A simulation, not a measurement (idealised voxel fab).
process module | voxel self aligned contacts
cross-section cut | 175 nm wide | cells 5 nm
A cross-section is a grid of square cells, given in bands from the top down. A band is one or more rows of cells.
Each band's line starts with the height of the band's top and of its bottom, in nm. Then come its materials from left to right, each with its width in nm. One material with "throughout" fills the band from edge to edge. "air" is empty space.
Height 0 is the level under which the wafer as received is all one material. The lowest band goes on downwards, as in "0 down".
A width such as "30 to 40" changes by the same amount from each row of cells to the next, from the band's top row to its bottom row.
"no change" after a step means that no cell of the cross-section changed.
closed voids: empty space of 8 cells or more with no open way to the top, each as width x height at its distance from the left edge, in nm
after a step's settings: what the simulator itself notes on the step
overlay nm, on a step with a mask: how far to the right of its planned place the mask lay; to the left if negative
plan
1 op RECEIVE | material Si
2 op CONFORMAL_DEP | material SiO2 | thk nm 5
3 op DIRECTIONAL_DEP | material polySi | thk nm 25
4 op DIRECTIONAL_DEP | material SiN | thk nm 15
5 op DIRECTIONAL_DEP | material aC | thk nm 10
6 op PATTERN | tone cover | mask id GATE | material resist | width nm 25 | pitch nm 60 | thk nm 25 | overlay nm 0
7 op DIRECTIONAL_ETCH | etch materials aC | depth nm 10
8 op STRIP | etch materials resist
9 op DIRECTIONAL_ETCH | etch materials SiN | depth nm 15
10 op DIRECTIONAL_ETCH | etch materials polySi | depth nm 25
11 op STRIP | etch materials aC
12 op CONFORMAL_DEP | material SiN | thk nm 5
13 op DIRECTIONAL_ETCH | etch materials SiN | depth nm 5
14 op FILL_DEP | material SiO2 | thk nm 15
15 op CMP | height nm 50
16 op MASKED_ETCH | tone open | mask id CONTACT | width nm 45 | etch materials SiO2 | depth nm 50 | overlay nm 0
17 op CONFORMAL_DEP | material TiN | thk nm 5
18 op FILL_DEP | material W | thk nm 5
19 op CMP | height nm 50
20 op CONFORMAL_DEP | material SiCN | thk nm 5
as received, after step 1
  0 down: Si throughout
  closed voids: none
a wafer at the end: this start, this plan, one mistake
  55 to 50: SiCN throughout
  50 to 45: SiO2 80 | W 15 | SiO2 80
  45 to 30: SiO2 40 | SiN 35 | SiO2 5 | W 15 | SiO2 5 | SiN 35 | SiO2 40
  30 to 5: SiO2 40 | SiN 5 | polySi 25 | SiN 5 | SiO2 5 | W 15 | SiO2 5 | SiN 5 | polySi 25 | SiN 5 | SiO2 40
  5 to 0: SiO2 throughout
  0 down: Si throughout
  closed voids: none
what went wrong: step 17 ran as: op CONFORMAL_DEP | material SiO2 | thk nm 5
